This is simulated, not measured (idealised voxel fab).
process module | voxel transistor to metal
cross-section cut | 205 nm wide | cells 5 nm
A cross-section is a grid of square cells, given in bands from the top down. A band is one or more rows of cells.
Each band's line starts with the height of the band's top and of its bottom, in nm. Then come its materials from left to right, each with its width in nm. One material with "throughout" fills the band from edge to edge. "air" is empty space.
Height 0 is the level under which the wafer as received is all one material. The lowest band goes on downwards, as in "0 down".
A width such as "30 to 40" changes by the same amount from each row of cells to the next, from the band's top row to its bottom row.
"no change" after a step means that no cell of the cross-section changed.
closed voids: empty space of 8 cells or more with no open way to the top, each as width x height at its distance from the left edge, in nm
after a step's settings: what the simulator itself notes on the step
overlay nm, on a step with a mask: how far to the right of its planned place the mask lay; to the left if negative
plan
1 op RECEIVE | material Si
2 op CONFORMAL_DEP | material SiO2 | thk nm 5
3 op CONFORMAL_DEP | material SiN | thk nm 10
4 op DIRECTIONAL_DEP | material aC | thk nm 15
5 op PATTERN | tone cover | mask id ACTIVE | material resist | width nm 110 | thk nm 35 | overlay nm 0
6 op DIRECTIONAL_ETCH | etch materials aC | depth nm 15
7 op STRIP | etch materials resist
8 op DIRECTIONAL_ETCH | etch materials SiN | depth nm 10
9 op DIRECTIONAL_ETCH | etch materials SiO2 | depth nm 5
10 op DIRECTIONAL_ETCH | etch materials Si | depth nm 35
11 op STRIP | etch materials aC
12 op OXIDIZE | depth nm 5
13 op FILL_DEP | material SiO2 | thk nm 10
14 op CMP | height nm 15
15 op SELECTIVE_ETCH | etch materials SiO2 | depth nm 10
16 op STRIP | etch materials SiN
17 op SELECTIVE_ETCH | etch materials SiO2 | depth nm 5
18 op OXIDIZE | depth nm 5
19 op DIRECTIONAL_DEP | material polySi | thk nm 25
20 op DIRECTIONAL_DEP | material SiCN | thk nm 10
21 op DIRECTIONAL_DEP | material aC | thk nm 10
22 op PATTERN | tone cover | mask id GATE | material resist | width nm 20 | thk nm 25 | overlay nm 0
23 op DIRECTIONAL_ETCH | etch materials aC | depth nm 10
24 op STRIP | etch materials resist
25 op DIRECTIONAL_ETCH | etch materials SiCN | depth nm 20
26 op DIRECTIONAL_ETCH | etch materials polySi | depth nm 35
27 op STRIP | etch materials aC
28 op CONFORMAL_DEP | material SiO2 | thk nm 5
29 op DIRECTIONAL_ETCH | etch materials SiO2 | depth nm 5
30 op CONFORMAL_DEP | material SiN | thk nm 10
31 op DIRECTIONAL_ETCH | etch materials SiN | depth nm 10
32 op DIRECTIONAL_ETCH | etch materials SiO2 | depth nm 5
33 op EPI | material pSi | thk nm 5
34 op FILL_DEP | material SiO2 | thk nm 10
35 op CMP | height nm 35
36 op DIRECTIONAL_DEP | material SiO2 | thk nm 15
37 op MASKED_ETCH | tone open | mask id CONTACT | width nm 30 | pitch nm 60 | etch materials SiO2 | depth nm 50 | overlay nm 0
38 op CONFORMAL_DEP | material TiN | thk nm 5
39 op FILL_DEP | material Ru | thk nm 5
40 op CMP | height nm 50
41 op CONFORMAL_DEP | material SiCN | thk nm 5
42 op DIRECTIONAL_DEP | material SiO2 | thk nm 15
43 op MASKED_ETCH | tone open | mask id METAL_1 | width nm 15 | pitch nm 75 | etch materials SiO2 | depth nm 15 | overlay nm 0
44 op MASKED_ETCH | tone open | mask id METAL_1 | width nm 15 | pitch nm 75 | etch materials SiCN | depth nm 5 | overlay nm 0
45 op CONFORMAL_DEP | material TiN | thk nm 5
46 op FILL_DEP | material Ru | thk nm 10
47 op CMP | height nm 70
48 op CONFORMAL_DEP | material SiCN | thk nm 5
49 op DIRECTIONAL_DEP | material SiO2 | thk nm 30
50 op PATTERN | tone open | mask id METAL_2 | material resist | width nm 15 | pitch nm 75 | thk nm 15 | overlay nm 0
51 op DIRECTIONAL_ETCH | etch materials SiO2 | depth nm 20
52 op STRIP | etch materials resist
53 op MASKED_ETCH | tone open | mask id METAL_2_HOLES | width nm 15 | pitch nm 75 | etch materials SiO2 | depth nm 10 | overlay nm 0
54 op MASKED_ETCH | tone open | mask id METAL_2_HOLES | width nm 15 | pitch nm 75 | etch materials SiCN | depth nm 5 | overlay nm 0
55 op CONFORMAL_DEP | material TiN | thk nm 5
56 op FILL_DEP | material Ru | thk nm 10
57 op CMP | height nm 105
58 op CONFORMAL_DEP | material SiCN | thk nm 5
as received, after step 1
  0 down: Si throughout
  closed voids: none
a wafer at the end: this start, this plan, one mistake
  110 to 105: SiCN throughout
  105 to 80: SiO2 55 | TiN 5 | Ru 5 | TiN 5 | SiO2 60 | TiN 5 | Ru 5 | TiN 5 | SiO2 60
  80 to 75: SiO2 55 | TiN 15 | SiO2 60 | TiN 15 | SiO2 60
  75 to 70: SiO2 throughout
  70 to 55: SiO2 55 | TiN 5 | Ru 5 | TiN 5 | SiO2 60 | TiN 5 | Ru 5 | TiN 5 | SiO2 60
  55 to 50: SiCN 55 | TiN 15 | SiCN 60 | TiN 15 | SiCN 60
  50 to 40: SiO2 55 | TiN 5 | Ru 20 | TiN 5 | SiO2 30 | TiN 5 | Ru 20 | TiN 5 | SiO2 60
  40 to 35: SiO2 55 | TiN 5 | Ru 10 | TiN 15 | SiO2 30 | TiN 15 | Ru 10 | TiN 5 | SiO2 60
  35 to 25: SiO2 55 | TiN 5 | Ru 10 | TiN 5 | SiN 10 | SiO2 5 | SiCN 20 | SiO2 5 | SiN 10 | TiN 5 | Ru 10 | TiN 5 | SiO2 60
  25 to 5: SiO2 55 | TiN 5 | Ru 10 | TiN 5 | SiN 10 | SiO2 5 | polySi 20 | SiO2 5 | SiN 10 | TiN 5 | Ru 10 | TiN 5 | SiO2 60
  5 to 0: SiO2 55 | TiN 20 | SiN 10 | SiO2 5 | polySi 20 | SiO2 5 | SiN 10 | TiN 20 | SiO2 60
  0 to -5: SiO2 45 | pSi 30 | SiO2 50 | pSi 30 | SiO2 50
  -5 to -40: SiO2 50 | Si 100 | SiO2 55
  -40 down: Si throughout
  closed voids: none
what went wrong: step 48 ran as: op CONFORMAL_DEP | material SiO2 | thk nm 5
